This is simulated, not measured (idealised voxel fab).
Name of the process module below: voxel plated lines
Cross-section cut: width 180 nm, square cells of 5 nm.
Bands, listed from the top down, are how a cross-section gets written in this document; the cross-section itself is a grid of square cells, and a band is one or more rows of them.
The band entry comprises the height of the band's top followed by the height of its bottom, expressed in nm, and subsequently the band's materials from left to right, each stated together with its width in nm. Where a single material is marked with the word "edge to edge", that material fills the band from edge to edge. The word "blank" represents empty space.
All heights in this document are referenced to 0, defined as the level beneath which the wafer, as received, consists entirely of one material. The lowest band is not bounded below; it extends indefinitely downward and is written in the form "0 and below".
The width entry "30->40" should be interpreted row by row: the top row of cells in the band takes the first number, the bottom row takes the second number, and the change between adjacent rows is uniform throughout.
You'll sometimes find "stayed the same" written for a step, and that's the way of saying that nowhere in the cross-section did a cell change during that step.
In the "Closed void entries" entry, you get each enclosed empty space of 8 cells or more, one with no open way to the top, written width x height at distance, distance from the left edge, in nm.
That trailing text on a step's line, after the settings, is the simulator's own remark on the step.
The optional step-line setting "overlay nm" applies to steps with a mask and quantifies how far to the right of its planned location the mask lay, a negative value indicating leftward placement.

Planned step list for the process
1: RECEIVE,material Si
2: CONFORMAL_DEP,material SiO2,thk nm 15
3: DIRECTIONAL_DEP,material TiN,thk nm 5
4: PATTERN,tone open,mask id LINES,material resist,width nm 15,pitch nm 30,thk nm 20,overlay nm -15
5: EPI,material Ru,thk nm 5
6: STRIP,etch materials resist
7: DIRECTIONAL_ETCH,etch materials TiN,depth nm 5
8: CONFORMAL_DEP,material SiO2,thk nm 5
Quick note for whoever runs this: the wafers start identical, but the overlay nm at step 4 isn't the same across them. The plan just shows what the first wafer had.

Received wafers, first of several: cross-section after step 1
> 0 and below: Si edge to edge
> Closed void entries: none

First of several wafers in cross-section at module end, following the final step, step 8
> 30 down to 25: blank: 45 | SiO2: 25 | blank: 5 | SiO2: 25 | blank: 80
> 25 down to 20: blank: 45 | SiO2: 5 | Ru: 15 | SiO2: 5 | blank: 5 | SiO2: 5 | Ru: 15 | SiO2: 5 | blank: 80
> 20 down to 15: SiO2: 50 | TiN: 15 | SiO2: 15 | TiN: 15 | SiO2: 85
> 15 down to 0: SiO2 edge to edge
> 0 and below: Si edge to edge
> Closed void entries: none

A cross-section through the last wafer at the close of the module
> 30 down to 25: blank: 75 | SiO2: 25 | blank: 5 | SiO2: 25 | blank: 50
> 25 down to 20: blank: 75 | SiO2: 5 | Ru: 15 | SiO2: 5 | blank: 5 | SiO2: 5 | Ru: 15 | SiO2: 5 | blank: 50
> 20 down to 15: SiO2: 80 | TiN: 15 | SiO2: 15 | TiN: 15 | SiO2: 55
> 15 down to 0: SiO2 edge to edge
> 0 and below: Si edge to edge
> Closed void entries: none

What follows is a table in which each wafer occupies a row; for the wafer as it stands at the close of the module, the row states, material by material, how many cells have been gained (+) or lost (-) since receipt, and then gives its closed voids
overlay nm -15; +6 Ru; +152 SiO2; +6 TiN; Closed void entries: none
overlay nm -10; +6 Ru; +152 SiO2; +6 TiN; Closed void entries: none
overlay nm -5; +6 Ru; +152 SiO2; +6 TiN; Closed void entries: none
overlay nm 0; +6 Ru; +152 SiO2; +6 TiN; Closed void entries: none
overlay nm 5; +6 Ru; +152 SiO2; +6 TiN; Closed void entries: none
overlay nm 10; +6 Ru; +152 SiO2; +6 TiN; Closed void entries: none
overlay nm 15; +6 Ru; +152 SiO2; +6 TiN; Closed void entries: none
